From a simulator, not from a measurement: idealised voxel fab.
Name of the process module below: voxel gate over fins
In the cross-section labelled cut, the width is 205 nm and each square cell is 5 nm.
Format of a cross-section: grid, square cells. Given as bands. Order: top down. Band: one or more rows of cells.
The band entry comprises the height of the band's top followed by the height of its bottom, expressed in nm, and subsequently the band's materials from left to right, each stated together with its width in nm. Where a single material is marked with the word "throughout", that material fills the band from edge to edge. The word "empty" represents empty space.
A quick word on heights: they are counted from 0, and under that level the wafer as it came to us is one material throughout. The lowest band is different from the rest in having no bottom; it simply continues downward, written as in "0 and below".
It should be noted that a width expressed as "30..40" varies in equal increments from row to row of cells within the band, taking the value of the first number at the top row and that of the second number at the bottom row.
Key: "nothing changed" - step with no changed cell in the cross-section.
Reported under the label "Closed void register" are the empty spaces having no open way to the top and comprising 8 cells or more; the notation for each is width x height at distance, in which the distance is measured from the left edge and all three values are in nm.
Heads up: the bit after the settings on a step's line is the simulator's remark on that step.
overlay nm: where the mask lay relative to plan, measured to the right, on steps with a mask; negatives go left.

[Set out below are the planned steps of the process]
1 RECEIVE | material Si
2 CONFORMAL_DEP | material SiN | thk nm 10
3 DIRECTIONAL_DEP | material aC | thk nm 10
4 PATTERN | tone cover | mask id FINS | material resist | width nm 15 | pitch nm 40 | thk nm 30 | overlay nm 0
5 DIRECTIONAL_ETCH | etch materials aC | depth nm 10
6 STRIP | etch materials resist
7 DIRECTIONAL_ETCH | etch materials SiN | depth nm 10
8 DIRECTIONAL_ETCH | etch materials Si | depth nm 35
9 STRIP | etch materials aC
10 OXIDIZE | depth nm 5
11 FILL_DEP | material SiO2 | thk nm 10
12 CMP | height nm 10
13 SELECTIVE_ETCH | etch materials SiO2 | depth nm 25
14 STRIP | etch materials SiN
15 CONFORMAL_DEP | material HfO2 | thk nm 5
16 CONFORMAL_DEP | material TiN | thk nm 5
17 CONFORMAL_DEP | material TiAl | thk nm 5
18 CONFORMAL_DEP | material TiN | thk nm 5
19 FILL_DEP | material W | thk nm 10
20 CMP | height nm 25
21 CONFORMAL_DEP | material SiCN | thk nm 10

[Below: the first of two wafers, run as planned]

[Delivered wafer in cross-section: state after step 1]
* 0 and below  Si throughout
* Closed void register: none

[Wafer section view after processing step 2]
* 10 down to 0  SiN throughout
* For the remainder of the cross-section, below 0, there is no change.

[Wafer section view after processing step 3]
* 20 down to 10  aC throughout
* For the remainder of the cross-section, below 10, there is no change.

[Wafer section view after processing step 4]
* 50 down to 20  empty=55, then resist=15, then empty=25, then resist=15, then empty=25, then resist=15, then empty=55
* For the remainder of the cross-section, below 20, there is no change.

[Wafer section view after processing step 5]
* 40 down to 20  empty=55, then resist=15, then empty=25, then resist=15, then empty=25, then resist=15, then empty=55
* 20 down to 10  empty=55, then aC=15, then empty=25, then aC=15, then empty=25, then aC=15, then empty=55
* For the remainder of the cross-section, below 10, there is no change.

[Wafer section view after processing step 6]
* 20 down to 10  empty=55, then aC=15, then empty=25, then aC=15, then empty=25, then aC=15, then empty=55
* For the remainder of the cross-section, below 10, there is no change.

[Wafer section view after processing step 7]
* 20 down to 10  empty=55, then aC=15, then empty=25, then aC=15, then empty=25, then aC=15, then empty=55
* 10 down to 0  empty=55, then SiN=15, then empty=25, then SiN=15, then empty=25, then SiN=15, then empty=55
* For the remainder of the cross-section, below 0, there is no change.

[Wafer section view after processing step 8]
* 20 down to 10  empty=55, then aC=15, then empty=25, then aC=15, then empty=25, then aC=15, then empty=55
* 10 down to 0  empty=55, then SiN=15, then empty=25, then SiN=15, then empty=25, then SiN=15, then empty=55
* 0 down to -35  empty=55, then Si=15, then empty=25, then Si=15, then empty=25, then Si=15, then empty=55
* For the remainder of the cross-section, below -35, there is no change.

[Wafer section view after processing step 9]
* 10 down to 0  empty=55, then SiN=15, then empty=25, then SiN=15, then empty=25, then SiN=15, then empty=55
* For the remainder of the cross-section, below 0, there is no change.

[Wafer section view after processing step 10]
* 10 down to 0  empty=55, then SiN=15, then empty=25, then SiN=15, then empty=25, then SiN=15, then empty=55
* 0 down to -35  empty=55, then SiO2=5, then Si=5, then SiO2=5, then empty=25, then SiO2=5, then Si=5, then SiO2=5, then empty=25, then SiO2=5, then Si=5, then SiO2=5, then empty=55
* -35 down to -40  SiO2=60, then Si=5, then SiO2=35, then Si=5, then SiO2=35, then Si=5, then SiO2=60
* For the remainder of the cross-section, below -40, there is no change.

[Wafer section view after processing step 11]
* 20 down to 10  SiO2 throughout
* 10 down to 0  SiO2=55, then SiN=15, then SiO2=25, then SiN=15, then SiO2=25, then SiN=15, then SiO2=55
* 0 down to -40  SiO2=60, then Si=5, then SiO2=35, then Si=5, then SiO2=35, then Si=5, then SiO2=60
* For the remainder of the cross-section, below -40, there is no change.

[Wafer section view after processing step 12]
* 10 down to 0  SiO2=55, then SiN=15, then SiO2=25, then SiN=15, then SiO2=25, then SiN=15, then SiO2=55
* For the remainder of the cross-section, below 0, there is no change.

[Wafer section view after processing step 13]
* 10 down to 0  empty=55, then SiN=15, then empty=25, then SiN=15, then empty=25, then SiN=15, then empty=55
* 0 down to -15  empty=60, then Si=5, then empty=35, then Si=5, then empty=35, then Si=5, then empty=60
* For the remainder of the cross-section, below -15, there is no change.

[Wafer section view after processing step 14]
* 0 down to -15  empty=60, then Si=5, then empty=35, then Si=5, then empty=35, then Si=5, then empty=60
* For the remainder of the cross-section, below -15, there is no change.

[Wafer section view after processing step 15]
* 5 down to 0  empty=55, then HfO2=15, then empty=25, then HfO2=15, then empty=25, then HfO2=15, then empty=55
* 0 down to -10  empty=55, then HfO2=5, then Si=5, then HfO2=5, then empty=25, then HfO2=5, then Si=5, then HfO2=5, then empty=25, then HfO2=5, then Si=5, then HfO2=5, then empty=55
* -10 down to -15  HfO2=60, then Si=5, then HfO2=35, then Si=5, then HfO2=35, then Si=5, then HfO2=60
* For the remainder of the cross-section, below -15, there is no change.

[Wafer section view after processing step 16]
* 10 down to 5  empty=50, then TiN=25, then empty=15, then TiN=25, then empty=15, then TiN=25, then empty=50
* 5 down to 0  empty=50, then TiN=5, then HfO2=15, then TiN=5, then empty=15, then TiN=5, then HfO2=15, then TiN=5, then empty=15, then TiN=5, then HfO2=15, then TiN=5, then empty=50
* 0 down to -5  empty=50, then TiN=5, then HfO2=5, then Si=5, then HfO2=5, then TiN=5, then empty=15, then TiN=5, then HfO2=5, then Si=5, then HfO2=5, then TiN=5, then empty=15, then TiN=5, then HfO2=5, then Si=5, then HfO2=5, then TiN=5, then empty=50
* -5 down to -10  TiN=55, then HfO2=5, then Si=5, then HfO2=5, then TiN=25, then HfO2=5, then Si=5, then HfO2=5, then TiN=25, then HfO2=5, then Si=5, then HfO2=5, then TiN=55
* For the remainder of the cross-section, below -10, there is no change.

[Wafer section view after processing step 17]
* 15 down to 10  empty=45, then TiAl=35, then empty=5, then TiAl=35, then empty=5, then TiAl=35, then empty=45
* 10 down to 5  empty=45, then TiAl=5, then TiN=25, then TiAl=5, then empty=5, then TiAl=5, then TiN=25, then TiAl=5, then empty=5, then TiAl=5, then TiN=25, then TiAl=5, then empty=45
* 5 down to 0  empty=45, then TiAl=5, then TiN=5, then HfO2=15, then TiN=5, then TiAl=5, then empty=5, then TiAl=5, then TiN=5, then HfO2=15, then TiN=5, then TiAl=5, then empty=5, then TiAl=5, then TiN=5, then HfO2=15, then TiN=5, then TiAl=5, then empty=45
* 0 down to -5  TiAl=50, then TiN=5, then HfO2=5, then Si=5, then HfO2=5, then TiN=5, then TiAl=15, then TiN=5, then HfO2=5, then Si=5, then HfO2=5, then TiN=5, then TiAl=15, then TiN=5, then HfO2=5, then Si=5, then HfO2=5, then TiN=5, then TiAl=50
* For the remainder of the cross-section, below -5, there is no change.

[Wafer section view after processing step 18]
* 20 down to 15  empty=40, then TiN=125, then empty=40
* 15 down to 10  empty=40, then TiN=5, then TiAl=35, then TiN=5, then TiAl=35, then TiN=5, then TiAl=35, then TiN=5, then empty=40
* 10 down to 5  empty=40, then TiN=5, then TiAl=5, then TiN=25, then TiAl=5, then TiN=5, then TiAl=5, then TiN=25, then TiAl=5, then TiN=5, then TiAl=5, then TiN=25, then TiAl=5, then TiN=5, then empty=40
* 5 down to 0  TiN=45, then TiAl=5, then TiN=5, then HfO2=15, then TiN=5, then TiAl=5, then TiN=5, then TiAl=5, then TiN=5, then HfO2=15, then TiN=5, then TiAl=5, then TiN=5, then TiAl=5, then TiN=5, then HfO2=15, then TiN=5, then TiAl=5, then TiN=45
* For the remainder of the cross-section, below 0, there is no change.

[Wafer section view after processing step 19]
* 30 down to 20  W throughout
* 20 down to 15  W=40, then TiN=125, then W=40
* 15 down to 10  W=40, then TiN=5, then TiAl=35, then TiN=5, then TiAl=35, then TiN=5, then TiAl=35, then TiN=5, then W=40
* 10 down to 5  W=40, then TiN=5, then TiAl=5, then TiN=25, then TiAl=5, then TiN=5, then TiAl=5, then TiN=25, then TiAl=5, then TiN=5, then TiAl=5, then TiN=25, then TiAl=5, then TiN=5, then W=40
* For the remainder of the cross-section, below 5, there is no change.

[Wafer section view after processing step 20]
* 25 down to 20  W throughout
* For the remainder of the cross-section, below 20, there is no change.

[Wafer section view after processing step 21]
* 35 down to 25  SiCN throughout
* For the remainder of the cross-section, below 25, there is no change.

[Second of two: same start, same plan, one run error; steps up to and including 3 match the first]

[Here is the second wafer in cross-section at the point where step 4 of the plan should have been done]
* 50 down to 20  empty=60, then resist=15, then empty=25, then resist=15, then empty=25, then resist=15, then empty=50
* For the remainder of the cross-section, below 20, there is no change.

[Here is the second wafer in cross-section at the point where step 5 of the plan should have been done]
* 40 down to 20  empty=60, then resist=15, then empty=25, then resist=15, then empty=25, then resist=15, then empty=50
* 20 down to 10  empty=60, then aC=15, then empty=25, then aC=15, then empty=25, then aC=15, then empty=50
* For the remainder of the cross-section, below 10, there is no change.

[Here is the second wafer in cross-section at the point where step 6 of the plan should have been done]
* 20 down to 10  empty=60, then aC=15, then empty=25, then aC=15, then empty=25, then aC=15, then empty=50
* For the remainder of the cross-section, below 10, there is no change.

[Here is the second wafer in cross-section at the point where step 7 of the plan should have been done]
* 20 down to 10  empty=60, then aC=15, then empty=25, then aC=15, then empty=25, then aC=15, then empty=50
* 10 down to 0  empty=60, then SiN=15, then empty=25, then SiN=15, then empty=25, then SiN=15, then empty=50
* For the remainder of the cross-section, below 0, there is no change.

[Here is the second wafer in cross-section at the point where step 8 of the plan should have been done]
* 20 down to 10  empty=60, then aC=15, then empty=25, then aC=15, then empty=25, then aC=15, then empty=50
* 10 down to 0  empty=60, then SiN=15, then empty=25, then SiN=15, then empty=25, then SiN=15, then empty=50
* 0 down to -35  empty=60, then Si=15, then empty=25, then Si=15, then empty=25, then Si=15, then empty=50
* For the remainder of the cross-section, below -35, there is no change.

[Here is the second wafer in cross-section at the point where step 9 of the plan should have been done]
* 10 down to 0  empty=60, then SiN=15, then empty=25, then SiN=15, then empty=25, then SiN=15, then empty=50
* For the remainder of the cross-section, below 0, there is no change.

[Here is the second wafer in cross-section at the point where step 10 of the plan should have been done]
* 10 down to 0  empty=60, then SiN=15, then empty=25, then SiN=15, then empty=25, then SiN=15, then empty=50
* 0 down to -35  empty=60, then SiO2=5, then Si=5, then SiO2=5, then empty=25, then SiO2=5, then Si=5, then SiO2=5, then empty=25, then SiO2=5, then Si=5, then SiO2=5, then empty=50
* -35 down to -40  SiO2=65, then Si=5, then SiO2=35, then Si=5, then SiO2=35, then Si=5, then SiO2=55
* For the remainder of the cross-section, below -40, there is no change.

[Here is the second wafer in cross-section at the point where step 11 of the plan should have been done]
* 20 down to 10  SiO2 throughout
* 10 down to 0  SiO2=60, then SiN=15, then SiO2=25, then SiN=15, then SiO2=25, then SiN=15, then SiO2=50
* 0 down to -40  SiO2=65, then Si=5, then SiO2=35, then Si=5, then SiO2=35, then Si=5, then SiO2=55
* For the remainder of the cross-section, below -40, there is no change.

[Here is the second wafer in cross-section at the point where step 12 of the plan should have been done]
* 10 down to 0  SiO2=60, then SiN=15, then SiO2=25, then SiN=15, then SiO2=25, then SiN=15, then SiO2=50
* For the remainder of the cross-section, below 0, there is no change.

[Here is the second wafer in cross-section at the point where step 13 of the plan should have been done]
* 10 down to 0  empty=60, then SiN=15, then empty=25, then SiN=15, then empty=25, then SiN=15, then empty=50
* 0 down to -15  empty=65, then Si=5, then empty=35, then Si=5, then empty=35, then Si=5, then empty=55
* For the remainder of the cross-section, below -15, there is no change.

[Here is the second wafer in cross-section at the point where step 14 of the plan should have been done]
* 0 down to -15  empty=65, then Si=5, then empty=35, then Si=5, then empty=35, then Si=5, then empty=55
* For the remainder of the cross-section, below -15, there is no change.

[Here is the second wafer in cross-section at the point where step 15 of the plan should have been done]
* 5 down to 0  empty=60, then HfO2=15, then empty=25, then HfO2=15, then empty=25, then HfO2=15, then empty=50
* 0 down to -10  empty=60, then HfO2=5, then Si=5, then HfO2=5, then empty=25, then HfO2=5, then Si=5, then HfO2=5, then empty=25, then HfO2=5, then Si=5, then HfO2=5, then empty=50
* -10 down to -15  HfO2=65, then Si=5, then HfO2=35, then Si=5, then HfO2=35, then Si=5, then HfO2=55
* For the remainder of the cross-section, below -15, there is no change.

[Here is the second wafer in cross-section at the point where step 16 of the plan should have been done]
* 10 down to 5  empty=55, then TiN=25, then empty=15, then TiN=25, then empty=15, then TiN=25, then empty=45
* 5 down to 0  empty=55, then TiN=5, then HfO2=15, then TiN=5, then empty=15, then TiN=5, then HfO2=15, then TiN=5, then empty=15, then TiN=5, then HfO2=15, then TiN=5, then empty=45
* 0 down to -5  empty=55, then TiN=5, then HfO2=5, then Si=5, then HfO2=5, then TiN=5, then empty=15, then TiN=5, then HfO2=5, then Si=5, then HfO2=5, then TiN=5, then empty=15, then TiN=5, then HfO2=5, then Si=5, then HfO2=5, then TiN=5, then empty=45
* -5 down to -10  TiN=60, then HfO2=5, then Si=5, then HfO2=5, then TiN=25, then HfO2=5, then Si=5, then HfO2=5, then TiN=25, then HfO2=5, then Si=5, then HfO2=5, then TiN=50
* For the remainder of the cross-section, below -10, there is no change.

[Here is the second wafer in cross-section at the point where step 17 of the plan should have been done]
* 15 down to 10  empty=50, then TiAl=35, then empty=5, then TiAl=35, then empty=5, then TiAl=35, then empty=40
* 10 down to 5  empty=50, then TiAl=5, then TiN=25, then TiAl=5, then empty=5, then TiAl=5, then TiN=25, then TiAl=5, then empty=5, then TiAl=5, then TiN=25, then TiAl=5, then empty=40
* 5 down to 0  empty=50, then TiAl=5, then TiN=5, then HfO2=15, then TiN=5, then TiAl=5, then empty=5, then TiAl=5, then TiN=5, then HfO2=15, then TiN=5, then TiAl=5, then empty=5, then TiAl=5, then TiN=5, then HfO2=15, then TiN=5, then TiAl=5, then empty=40
* 0 down to -5  TiAl=55, then TiN=5, then HfO2=5, then Si=5, then HfO2=5, then TiN=5, then TiAl=15, then TiN=5, then HfO2=5, then Si=5, then HfO2=5, then TiN=5, then TiAl=15, then TiN=5, then HfO2=5, then Si=5, then HfO2=5, then TiN=5, then TiAl=45
* For the remainder of the cross-section, below -5, there is no change.

[Here is the second wafer in cross-section at the point where step 18 of the plan should have been done]
* 20 down to 15  empty=45, then TiN=125, then empty=35
* 15 down to 10  empty=45, then TiN=5, then TiAl=35, then TiN=5, then TiAl=35, then TiN=5, then TiAl=35, then TiN=5, then empty=35
* 10 down to 5  empty=45, then TiN=5, then TiAl=5, then TiN=25, then TiAl=5, then TiN=5, then TiAl=5, then TiN=25, then TiAl=5, then TiN=5, then TiAl=5, then TiN=25, then TiAl=5, then TiN=5, then empty=35
* 5 down to 0  TiN=50, then TiAl=5, then TiN=5, then HfO2=15, then TiN=5, then TiAl=5, then TiN=5, then TiAl=5, then TiN=5, then HfO2=15, then TiN=5, then TiAl=5, then TiN=5, then TiAl=5, then TiN=5, then HfO2=15, then TiN=5, then TiAl=5, then TiN=40
* For the remainder of the cross-section, below 0, there is no change.

[Here is the second wafer in cross-section at the point where step 19 of the plan should have been done]
* 30 down to 20  W throughout
* 20 down to 15  W=45, then TiN=125, then W=35
* 15 down to 10  W=45, then TiN=5, then TiAl=35, then TiN=5, then TiAl=35, then TiN=5, then TiAl=35, then TiN=5, then W=35
* 10 down to 5  W=45, then TiN=5, then TiAl=5, then TiN=25, then TiAl=5, then TiN=5, then TiAl=5, then TiN=25, then TiAl=5, then TiN=5, then TiAl=5, then TiN=25, then TiAl=5, then TiN=5, then W=35
* For the remainder of the cross-section, below 5, there is no change.

[Here is the second wafer in cross-section at the point where step 20 of the plan should have been done]
* 25 down to 20  W throughout
* For the remainder of the cross-section, below 20, there is no change.

[Here is the second wafer in cross-section at the point where step 21 of the plan should have been done]
* 35 down to 25  SiCN throughout
* For the remainder of the cross-section, below 25, there is no change.
So what did we get wrong on this run? heads up, step 4 didn't go per plan, it actually ran as PATTERN | tone cover | mask id FINS | material resist | width nm 15 | pitch nm 40 | thk nm 30 | overlay nm 5
At the end, the second wafer has the same number of cells of each material as the first, but those cells sit in other places.
